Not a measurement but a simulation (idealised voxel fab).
This is a process module. Its name is voxel double patterning.
We display cut, a cross-section 240 nm in width whose square cells are each 5 nm.
In this document a cross-section is written as a grid of square cells. It is given as a series of bands, listed from the top down, and a band is one or more rows of cells.
The band entry comprises the height of the band's top followed by the height of its bottom, expressed in nm, and subsequently the band's materials from left to right, each stated together with its width in nm. Where a single material is marked with the word "all across", that material fills the band from edge to edge. The word "empty" represents empty space.
Beneath 0, the wafer as received is one material, and that level is where height counting begins. The lowest band goes on downward without a bottom; it is written like "0 down".
When a width is written as two numbers, as in "30->40", the first number is the width in the top row of cells of the band and the second is the width in its bottom row, and the width changes by the same amount from each row to the next.
Given "nothing got changed" for a step, no cell of the cross-section differs between before and after that step.
This entry, "Sealed internal cavities", enumerates those empty regions of no fewer than 8 cells that possess no open connection to the top. Each region is reported in the form width x height at distance, the distance being taken from the left edge, with all three quantities expressed in nm.
Whatever follows a step's settings on its line is a remark the simulator itself makes about that step.
Regarding "overlay nm": on a step with a mask, it is the distance the mask lay to the right of its planned place; a negative value places it to the left.
### Intended process steps
1: RECEIVE, material Si
2: CONFORMAL_DEP, material SiO2, thk nm 10
3: DIRECTIONAL_DEP, material W, thk nm 15
4: DIRECTIONAL_DEP, material SiCN, thk nm 5
5: PATTERN, tone open, mask id FIRST, material resist, width nm 15, pitch nm 50, thk nm 15, overlay nm 0
6: DIRECTIONAL_ETCH, etch materials SiCN, depth nm 5
7: STRIP, etch materials resist
8: MASKED_ETCH, tone open, mask id SECOND, width nm 15, pitch nm 50, etch materials SiCN, depth nm 5, overlay nm 0
9: DIRECTIONAL_ETCH, etch materials W, depth nm 15
10: STRIP, etch materials SiCN
### What follows covers the first of two wafers; it ran as planned
### Cross-sectional view of the wafer in its as-received condition, corresponding to the state after step 1
	0 down: Si all across
	Sealed internal cavities: none
### Wafer xsec, post step 2
	10 to 0: SiO2 all across
	Rest of section, below 0: as before.
### Wafer xsec, post step 3
	25 to 10: W all across
	Rest of section, below 10: as before.
### Wafer xsec, post step 4
	30 to 25: SiCN all across
	Rest of section, below 25: as before.
### Wafer xsec, post step 5
	45 to 30: 60 nm resist; 15 nm empty; 35 nm resist; 15 nm empty; 35 nm resist; 15 nm empty; 65 nm resist
	Rest of section, below 30: as before.
### Wafer xsec, post step 6
	45 to 30: 60 nm resist; 15 nm empty; 35 nm resist; 15 nm empty; 35 nm resist; 15 nm empty; 65 nm resist
	30 to 25: 60 nm SiCN; 15 nm empty; 35 nm SiCN; 15 nm empty; 35 nm SiCN; 15 nm empty; 65 nm SiCN
	Rest of section, below 25: as before.
### Wafer xsec, post step 7
	30 to 25: 60 nm SiCN; 15 nm empty; 35 nm SiCN; 15 nm empty; 35 nm SiCN; 15 nm empty; 65 nm SiCN
	Rest of section, below 25: as before.
### Wafer xsec, post step 8
	30 to 25: 60 nm SiCN; 15 nm empty; 10 nm SiCN; 15 nm empty; 10 nm SiCN; 15 nm empty; 10 nm SiCN; 15 nm empty; 10 nm SiCN; 15 nm empty; 65 nm SiCN
	Rest of section, below 25: as before.
### Wafer xsec, post step 9
	30 to 25: 60 nm SiCN; 15 nm empty; 10 nm SiCN; 15 nm empty; 10 nm SiCN; 15 nm empty; 10 nm SiCN; 15 nm empty; 10 nm SiCN; 15 nm empty; 65 nm SiCN
	25 to 10: 60 nm W; 15 nm empty; 10 nm W; 15 nm empty; 10 nm W; 15 nm empty; 10 nm W; 15 nm empty; 10 nm W; 15 nm empty; 65 nm W
	Rest of section, below 10: as before.
### Wafer xsec, post step 10
	25 to 10: 60 nm W; 15 nm empty; 10 nm W; 15 nm empty; 10 nm W; 15 nm empty; 10 nm W; 15 nm empty; 10 nm W; 15 nm empty; 65 nm W
	Rest of section, below 10: as before.
### Wafer two of two - same starting point, same process plan, one mistake in execution; matches wafer one up to and including step 7
### Cross-section of the second wafer when, according to plan, step 8 should have finished
	30 to 25: 85 nm empty; 15 nm SiCN; 35 nm empty; 15 nm SiCN; 90 nm empty
	Rest of section, below 25: as before.
### Cross-section of the second wafer when, according to plan, step 9 should have finished
	30 to 25: 85 nm empty; 15 nm SiCN; 35 nm empty; 15 nm SiCN; 90 nm empty
	25 to 10: 85 nm empty; 15 nm W; 35 nm empty; 15 nm W; 90 nm empty
	Rest of section, below 10: as before.
### Cross-section of the second wafer when, according to plan, step 10 should have finished
	25 to 10: 85 nm empty; 15 nm W; 35 nm empty; 15 nm W; 90 nm empty
	Rest of section, below 10: as before.
Where did the run depart from the plan? not per plan at step 8, really ran MASKED_ETCH, tone cover, mask id SECOND, width nm 15, pitch nm 50, etch materials SiCN, depth nm 5, overlay nm 0
End check, counted in cells, second wafer has more or fewer of these materials than the first: -81 W
